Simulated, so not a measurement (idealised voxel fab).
Process module under the name voxel self aligned vias
Square cell edge 5 nm, section width 245 nm, ID cut.
Notation: cross-section as square-cell grid; stated in bands, top first, going down; one or more cell rows per band. Look at the band entry: it leads with the top's height and the bottom's height in nm. Then it lists the materials left to right, with a width in nm for each. The word "everywhere" on a single material says that material fills the band edge to edge. The word "blank" is empty space. Measure heights from 0. That's the level where, below it, the as-received wafer is all one material. The lowest band is bottomless and extends downward; write it as in "z 0 and below". A width such as "30->40" changes by the same amount from each row of cells to the next, from the band's top row to its bottom row. Where the words "no change occurred" appear for a step, the cross-section shows no cell changed by that step; every cell remained as before. "Enclosed empty spaces" - sealed voids, min. 8 cells, no opening to top; format: width x height at distance (distance from left edge; nm throughout). On a step's line, text after the settings is the simulator commenting on that step. overlay nm: step with mask; distance mask lay right of planned place; negative value = left of planned place.

PLAN
| 1 | RECEIVE (material Si) |
| 2 | CONFORMAL_DEP (material SiO2; thk nm 15) |
| 3 | CONFORMAL_DEP (material SiCN; thk nm 5) |
| 4 | DIRECTIONAL_DEP (material SiO2; thk nm 25) |
| 5 | MASKED_ETCH (tone open; mask id LINES; width nm 25; pitch nm 65; etch materials SiO2; depth nm 25; overlay nm 0) |
| 6 | CONFORMAL_DEP (material TiN; thk nm 5) |
| 7 | FILL_DEP (material Ru; thk nm 5) |
| 8 | CMP (height nm 45) |
| 9 | SELECTIVE_ETCH (etch materials W Ru TiN; depth nm 5) |
| 10 | FILL_DEP (material SiN; thk nm 5) |
| 11 | CMP (height nm 45) |
| 12 | DIRECTIONAL_DEP (material SiO2; thk nm 15) |
| 13 | DIRECTIONAL_DEP (material aC; thk nm 10) |
| 14 | PATTERN (tone open; mask id VIAS; material resist; width nm 45; pitch nm 130; thk nm 25; overlay nm 0) |
| 15 | DIRECTIONAL_ETCH (etch materials aC; depth nm 10) |
| 16 | STRIP (etch materials resist) |
| 17 | DIRECTIONAL_ETCH (etch materials SiO2; depth nm 15) |
| 18 | DIRECTIONAL_ETCH (etch materials SiN; depth nm 5) |
| 19 | STRIP (etch materials aC) |
| 20 | CONFORMAL_DEP (material TiN; thk nm 5) |
| 21 | FILL_DEP (material Ru; thk nm 10) |
| 22 | CMP (height nm 60) |
| 23 | CONFORMAL_DEP (material SiN; thk nm 5) |
Quick note for whoever runs this: the wafers start identical, but the thk nm at step 3 isn't the same across them. The plan just shows what the first wafer had.

SO THIS IS THE FIRST OF SEVERAL WAFERS, CROSS-SECTIONED AS IT CAME TO US, MEANING IT'S AT THE END OF STEP 1
- z 0 and below  Si everywhere
- Enclosed empty spaces: none

QUICK LOOK AT THE CROSS-SECTION OF THE FIRST OF SEVERAL WAFERS AFTER STEP 23, WHICH WRAPS UP THE MODULE
- z 65 to 60  SiN everywhere
- z 60 to 50  SiO2 35  TiN 5  Ru 35  TiN 5  SiO2 85  TiN 5  Ru 35  TiN 5  SiO2 35
- z 50 to 45  SiO2 35  TiN 15  Ru 15  TiN 15  SiO2 85  TiN 15  Ru 15  TiN 15  SiO2 35
- z 45 to 40  SiO2 45  TiN 25  SiO2 40  SiN 25  SiO2 40  TiN 25  SiO2 45
- z 40 to 25  SiO2 45  TiN 5  Ru 15  TiN 5  SiO2 40  TiN 5  Ru 15  TiN 5  SiO2 40  TiN 5  Ru 15  TiN 5  SiO2 45
- z 25 to 20  SiO2 45  TiN 25  SiO2 40  TiN 25  SiO2 40  TiN 25  SiO2 45
- z 20 to 15  SiCN everywhere
- z 15 to 0  SiO2 everywhere
- z 0 and below  Si everywhere
- Enclosed empty spaces: none

LAST WAFER X-SEC, END OF MODULE
- z 65 to 60  SiN everywhere
- z 60 to 50  SiO2 35  TiN 5  Ru 35  TiN 5  SiO2 85  TiN 5  Ru 35  TiN 5  SiO2 35
- z 50 to 45  SiO2 35  TiN 15  Ru 15  TiN 15  SiO2 85  TiN 15  Ru 15  TiN 15  SiO2 35
- z 45 to 40  SiO2 45  TiN 25  SiO2 40  SiN 25  SiO2 40  TiN 25  SiO2 45
- z 40 to 35  SiO2 45  TiN 25  SiO2 40  TiN 25  SiO2 40  TiN 25  SiO2 45
- z 35 to 15  SiCN everywhere
- z 15 to 0  SiO2 everywhere
- z 0 and below  Si everywhere
- Enclosed empty spaces: none

THE FOLLOWING TABLE CONTAINS A ROW PER WAFER, IN WHICH ARE REPORTED, AT THE CONCLUSION OF THE MODULE, THE CELLS OF EACH MATERIAL GAINED (+) OR LOST (-) SINCE THE WAFER'S RECEIPT, WITH ITS CLOSED VOIDS GIVEN THEREAFTER
thk nm 5 | +61 Ru | +49 SiCN | +54 SiN | +410 SiO2 | +63 TiN | Enclosed empty spaces: none
thk nm 10 | +52 Ru | +98 SiCN | +54 SiN | +376 SiO2 | +57 TiN | Enclosed empty spaces: none
thk nm 15 | +43 Ru | +147 SiCN | +54 SiN | +342 SiO2 | +51 TiN | Enclosed empty spaces: none
thk nm 20 | +34 Ru | +196 SiCN | +54 SiN | +308 SiO2 | +45 TiN | Enclosed empty spaces: none
